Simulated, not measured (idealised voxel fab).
This is a process module. Its name is voxel capacitor over wiring.
Section cut is 295 nm wide and gridded with 5 nm square cells.
We lay out every cross-section as a grid of square cells and spell it out in bands from the top down, where one band means one or more rows of cells.
Basically the band line says how high the top is and how high the bottom is, in nm, and then what's in it from left to right, every material with its width in nm. Empty space shows up as "blank", and if a single material carries "full width" it runs the full band edge to edge.
All heights in this document are referenced to 0, defined as the level beneath which the wafer, as received, consists entirely of one material. The lowest band is not bounded below; it extends indefinitely downward and is written in the form "0 -> down".
With a width like "30..40", each row of cells in the band differs from the next by the same amount, the top row carrying the first number and the bottom row the second.
No cell of the cross-section changed in a step that is given as "nothing got changed".
The entry titled "Closed void inventory" provides the empty spaces that have no open way to the top, restricted to those of 8 cells or more. Each is presented as width x height at distance, the distance being measured from the left edge, with all three in nm.
If you see something after the settings on a step's line, that's the simulator's own remark about that step.
overlay nm, on a step with a mask: how far to the right of its planned place the mask lay; to the left if negative
[So here's the lineup of process steps we planned]
1 RECEIVE (material Si)
2 CONFORMAL_DEP (material SiO2; thk nm 10)
3 CONFORMAL_DEP (material SiCN; thk nm 5)
4 DIRECTIONAL_DEP (material SiO2; thk nm 25)
5 MASKED_ETCH (tone open; mask id METAL_1; width nm 20; pitch nm 85; etch materials SiO2; depth nm 25; overlay nm 0)
6 MASKED_ETCH (tone open; mask id METAL_1; width nm 20; pitch nm 85; etch materials SiCN; depth nm 5; overlay nm 0)
7 CONFORMAL_DEP (material TiN; thk nm 5)
8 FILL_DEP (material W; thk nm 5)
9 CMP (height nm 40)
10 CONFORMAL_DEP (material SiCN; thk nm 5)
11 DIRECTIONAL_DEP (material lowk; thk nm 10)
12 DIRECTIONAL_DEP (material aC; thk nm 10)
13 PATTERN (tone open; mask id PLUG_1; material resist; width nm 15; thk nm 30; overlay nm 0)
14 DIRECTIONAL_ETCH (etch materials aC; depth nm 10)
15 STRIP (etch materials resist)
16 DIRECTIONAL_ETCH (etch materials lowk; depth nm 10)
17 DIRECTIONAL_ETCH (etch materials SiCN; depth nm 5)
18 STRIP (etch materials aC)
19 EPI (material Ru; thk nm 10)
20 EPI (material Ru; thk nm 5)
21 DIRECTIONAL_DEP (material TiN; thk nm 10)
22 DIRECTIONAL_DEP (material HfO2; thk nm 5)
23 DIRECTIONAL_DEP (material TiN; thk nm 5)
24 MASKED_ETCH (tone cover; mask id UPPER_PLATE; width nm 70; etch materials TiN; depth nm 5; overlay nm 0)
25 MASKED_ETCH (tone cover; mask id UPPER_PLATE; width nm 70; etch materials HfO2; depth nm 5; overlay nm 0)
26 MASKED_ETCH (tone cover; mask id LOWER_PLATE; width nm 80; etch materials TiN; depth nm 10; overlay nm 0)
27 FILL_DEP (material SiO2; thk nm 15)
28 CMP (height nm 85)
29 PATTERN (tone open; mask id PLUG_2; material resist; width nm 15; thk nm 20; overlay nm 0)
30 DIRECTIONAL_ETCH (etch materials SiO2; depth nm 10)
31 STRIP (etch materials resist)
32 CONFORMAL_DEP (material TiN; thk nm 5)
33 FILL_DEP (material Ru; thk nm 5)
34 CMP (height nm 85)
35 CONFORMAL_DEP (material SiCN; thk nm 5)
[Wafer, first of two, run as planned]
[Cross-section of the wafer as it came to us, i.e., already through step 1]
  0 -> down | Si full width
  Closed void inventory: none
[Cross-section of the wafer after step 2]
  10 -> 0 | SiO2 full width
  Lower than 0, everything is as it was.
[Cross-section of the wafer after step 3]
  15 -> 10 | SiCN full width
  Lower than 10, everything is as it was.
[Cross-section of the wafer after step 4]
  40 -> 15 | SiO2 full width
  Lower than 15, everything is as it was.
[Cross-section of the wafer after step 5]
  40 -> 15 | SiO2=95, then blank=20, then SiO2=65, then blank=20, then SiO2=95
  Lower than 15, everything is as it was.
[Cross-section of the wafer after step 6]
  40 -> 15 | SiO2=95, then blank=20, then SiO2=65, then blank=20, then SiO2=95
  15 -> 10 | SiCN=95, then blank=20, then SiCN=65, then blank=20, then SiCN=95
  Lower than 10, everything is as it was.
[Cross-section of the wafer after step 7]
  45 -> 40 | TiN=100, then blank=10, then TiN=75, then blank=10, then TiN=100
  40 -> 15 | SiO2=95, then TiN=5, then blank=10, then TiN=5, then SiO2=65, then TiN=5, then blank=10, then TiN=5, then SiO2=95
  15 -> 10 | SiCN=95, then TiN=20, then SiCN=65, then TiN=20, then SiCN=95
  Lower than 10, everything is as it was.
[Cross-section of the wafer after step 8]
  50 -> 45 | W full width
  45 -> 40 | TiN=100, then W=10, then TiN=75, then W=10, then TiN=100
  40 -> 15 | SiO2=95, then TiN=5, then W=10, then TiN=5, then SiO2=65, then TiN=5, then W=10, then TiN=5, then SiO2=95
  Lower than 15, everything is as it was.
[Cross-section of the wafer after step 9]
  40 -> 15 | SiO2=95, then TiN=5, then W=10, then TiN=5, then SiO2=65, then TiN=5, then W=10, then TiN=5, then SiO2=95
  Lower than 15, everything is as it was.
[Cross-section of the wafer after step 10]
  45 -> 40 | SiCN full width
  Lower than 40, everything is as it was.
[Cross-section of the wafer after step 11]
  55 -> 45 | lowk full width
  Lower than 45, everything is as it was.
[Cross-section of the wafer after step 12]
  65 -> 55 | aC full width
  Lower than 55, everything is as it was.
[Cross-section of the wafer after step 13]
  95 -> 65 | resist=100, then blank=15, then resist=180
  Lower than 65, everything is as it was.
[Cross-section of the wafer after step 14]
  85 -> 65 | resist=100, then blank=15, then resist=180
  65 -> 55 | aC=100, then blank=15, then aC=180
  Lower than 55, everything is as it was.
[Cross-section of the wafer after step 15]
  65 -> 55 | aC=100, then blank=15, then aC=180
  Lower than 55, everything is as it was.
[Cross-section of the wafer after step 16]
  65 -> 55 | aC=100, then blank=15, then aC=180
  55 -> 45 | lowk=100, then blank=15, then lowk=180
  Lower than 45, everything is as it was.
[Cross-section of the wafer after step 17]
  65 -> 55 | aC=100, then blank=15, then aC=180
  55 -> 45 | lowk=100, then blank=15, then lowk=180
  45 -> 40 | SiCN=100, then blank=15, then SiCN=180
  Lower than 40, everything is as it was.
[Cross-section of the wafer after step 18]
  55 -> 45 | lowk=100, then blank=15, then lowk=180
  Lower than 45, everything is as it was.
[Cross-section of the wafer after step 19]
  55 -> 50 | lowk=100, then blank=15, then lowk=180
  50 -> 45 | lowk=100, then Ru=15, then lowk=180
  45 -> 40 | SiCN=100, then Ru=15, then SiCN=180
  Lower than 40, everything is as it was.
[Cross-section of the wafer after step 20]
  55 -> 45 | lowk=100, then Ru=15, then lowk=180
  Lower than 45, everything is as it was.
[Cross-section of the wafer after step 21]
  65 -> 55 | TiN full width
  Lower than 55, everything is as it was.
[Cross-section of the wafer after step 22]
  70 -> 65 | HfO2 full width
  Lower than 65, everything is as it was.
[Cross-section of the wafer after step 23]
  75 -> 70 | TiN full width
  Lower than 70, everything is as it was.
[Cross-section of the wafer after step 24]
  75 -> 70 | blank=100, then TiN=70, then blank=125
  Lower than 70, everything is as it was.
[Cross-section of the wafer after step 25]
  75 -> 70 | blank=100, then TiN=70, then blank=125
  70 -> 65 | blank=100, then HfO2=70, then blank=125
  Lower than 65, everything is as it was.
[Cross-section of the wafer after step 26]
  75 -> 70 | blank=100, then TiN=70, then blank=125
  70 -> 65 | blank=100, then HfO2=70, then blank=125
  65 -> 55 | blank=95, then TiN=80, then blank=120
  Lower than 55, everything is as it was.
[Cross-section of the wafer after step 27]
  90 -> 75 | SiO2 full width
  75 -> 70 | SiO2=100, then TiN=70, then SiO2=125
  70 -> 65 | SiO2=100, then HfO2=70, then SiO2=125
  65 -> 55 | SiO2=95, then TiN=80, then SiO2=120
  Lower than 55, everything is as it was.
[Cross-section of the wafer after step 28]
  85 -> 75 | SiO2 full width
  Lower than 75, everything is as it was.
[Cross-section of the wafer after step 29]
  105 -> 85 | resist=110, then blank=15, then resist=170
  Lower than 85, everything is as it was.
[Cross-section of the wafer after step 30]
  105 -> 85 | resist=110, then blank=15, then resist=170
  85 -> 75 | SiO2=110, then blank=15, then SiO2=170
  Lower than 75, everything is as it was.
[Cross-section of the wafer after step 31]
  85 -> 75 | SiO2=110, then blank=15, then SiO2=170
  Lower than 75, everything is as it was.
[Cross-section of the wafer after step 32]
  90 -> 85 | TiN=115, then blank=5, then TiN=175
  85 -> 80 | SiO2=110, then TiN=5, then blank=5, then TiN=5, then SiO2=170
  80 -> 70 | SiO2=110..100, then TiN=15..70, then SiO2=170..125
  Lower than 70, everything is as it was.
[Cross-section of the wafer after step 33]
  95 -> 90 | Ru full width
  90 -> 85 | TiN=115, then Ru=5, then TiN=175
  85 -> 80 | SiO2=110, then TiN=5, then Ru=5, then TiN=5, then SiO2=170
  Lower than 80, everything is as it was.
[Cross-section of the wafer after step 34]
  85 -> 80 | SiO2=110, then TiN=5, then Ru=5, then TiN=5, then SiO2=170
  Lower than 80, everything is as it was.
[Cross-section of the wafer after step 35]
  90 -> 85 | SiCN full width
  Lower than 85, everything is as it was.
[The Second Wafer: Common Origin and Plan, One Mistake in Execution, Identical to the First Through Step 25]
[Second wafer: cross-section at the scheduled end of step 26]
  75 -> 70 | blank=100, then TiN=70, then blank=125
  70 -> 65 | blank=100, then HfO2=70, then blank=125
  65 -> 55 | blank=100, then TiN=70, then blank=125
  Lower than 55, everything is as it was.
[Second wafer: cross-section at the scheduled end of step 27]
  90 -> 75 | SiO2 full width
  75 -> 70 | SiO2=100, then TiN=70, then SiO2=125
  70 -> 65 | SiO2=100, then HfO2=70, then SiO2=125
  65 -> 55 | SiO2=100, then TiN=70, then SiO2=125
  Lower than 55, everything is as it was.
[Second wafer: cross-section at the scheduled end of step 28]
  85 -> 75 | SiO2 full width
  Lower than 75, everything is as it was.
[Second wafer: cross-section at the scheduled end of step 29]
  105 -> 85 | resist=110, then blank=15, then resist=170
  Lower than 85, everything is as it was.
[Second wafer: cross-section at the scheduled end of step 30]
  105 -> 85 | resist=110, then blank=15, then resist=170
  85 -> 75 | SiO2=110, then blank=15, then SiO2=170
  Lower than 75, everything is as it was.
[Second wafer: cross-section at the scheduled end of step 31]
  85 -> 75 | SiO2=110, then blank=15, then SiO2=170
  Lower than 75, everything is as it was.
[Second wafer: cross-section at the scheduled end of step 32]
  90 -> 85 | TiN=115, then blank=5, then TiN=175
  85 -> 80 | SiO2=110, then TiN=5, then blank=5, then TiN=5, then SiO2=170
  80 -> 70 | SiO2=110..100, then TiN=15..70, then SiO2=170..125
  Lower than 70, everything is as it was.
[Second wafer: cross-section at the scheduled end of step 33]
  95 -> 90 | Ru full width
  90 -> 85 | TiN=115, then Ru=5, then TiN=175
  85 -> 80 | SiO2=110, then TiN=5, then Ru=5, then TiN=5, then SiO2=170
  Lower than 80, everything is as it was.
[Second wafer: cross-section at the scheduled end of step 34]
  85 -> 80 | SiO2=110, then TiN=5, then Ru=5, then TiN=5, then SiO2=170
  Lower than 80, everything is as it was.
[Second wafer: cross-section at the scheduled end of step 35]
  90 -> 85 | SiCN full width
  Lower than 85, everything is as it was.
Processing error: step 26 deviated from plan and actually ran as MASKED_ETCH (tone cover; mask id LOWER_PLATE; width nm 70; etch materials TiN; depth nm 10; overlay nm 0)
Final difference in cells, second wafer against first, listed per material as more or fewer: 4 more of SiO2, 4 fewer of TiN
